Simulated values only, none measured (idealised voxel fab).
Process module under the name voxel trench capacitor
We display cut, a cross-section 210 nm in width whose square cells are each 5 nm.
When this document writes out a cross-section, it uses a grid of square cells and lists it as bands, beginning at the top and moving down, with a band standing for one or more rows of cells. First you get the band's top height and its bottom height, in nm, and then the materials it's made of, left to right, with each width in nm. If you see a single material with "throughout", that one covers the band edge to edge. "empty" is empty space. Height datum 0, below which the as-received substrate wafer is one material. Lowest band open at the bottom, running downward: "from 0 down". It should be noted that a width expressed as "30..40" varies in equal increments from row to row of cells within the band, taking the value of the first number at the top row and that of the second number at the bottom row. "all unchanged" means the step left every cell of the cross-section as it was. Listed in "Closed void listing": every empty space of 8 or more cells without an open way to the top. Form: width x height at distance, the distance being from the left edge, all in nm. What comes after the settings on a step's line is commentary from the simulator itself on that step. A step line may carry the setting "overlay nm", which, for steps involving a mask, states the distance by which the mask lay to the right of its intended position; negative values denote displacement to the left. In what follows, pairs of cross-sections are presented, each taken before and after one process step, with the after cross-section shown only down to the lowest band that was altered; the step, together with its settings, is stated below the pair. The pairs may stem from different runs of this module on the same starting wafer; accordingly, a pair should be taken as continuing from the one above it solely where its entry headed "Pre-step" indicates as much.
## Pre-step
* from 25 to 15 | W throughout
* from 15 to 10 | 20 of W  50 of TiN  10 of W  50 of TiN  10 of W  50 of TiN  20 of W
* from 10 to 5 | 25 of TiN  40 of Al2O3  20 of TiN  40 of Al2O3  20 of TiN  40 of Al2O3  25 of TiN
* from 5 to 0 | 30 of Al2O3  30 of SiN  30 of Al2O3  30 of SiN  30 of Al2O3  30 of SiN  30 of Al2O3
* from 0 down | Si throughout
* Closed void listing: none
## Resulting Cross-Section
* from 5 to 0 | 30 of Al2O3  30 of SiN  30 of Al2O3  30 of SiN  30 of Al2O3  30 of SiN  30 of Al2O3
* At heights below 0, the structure remains unaltered.
* Closed void listing: none
Name the step between the before and after sections above: CMP with height nm 5
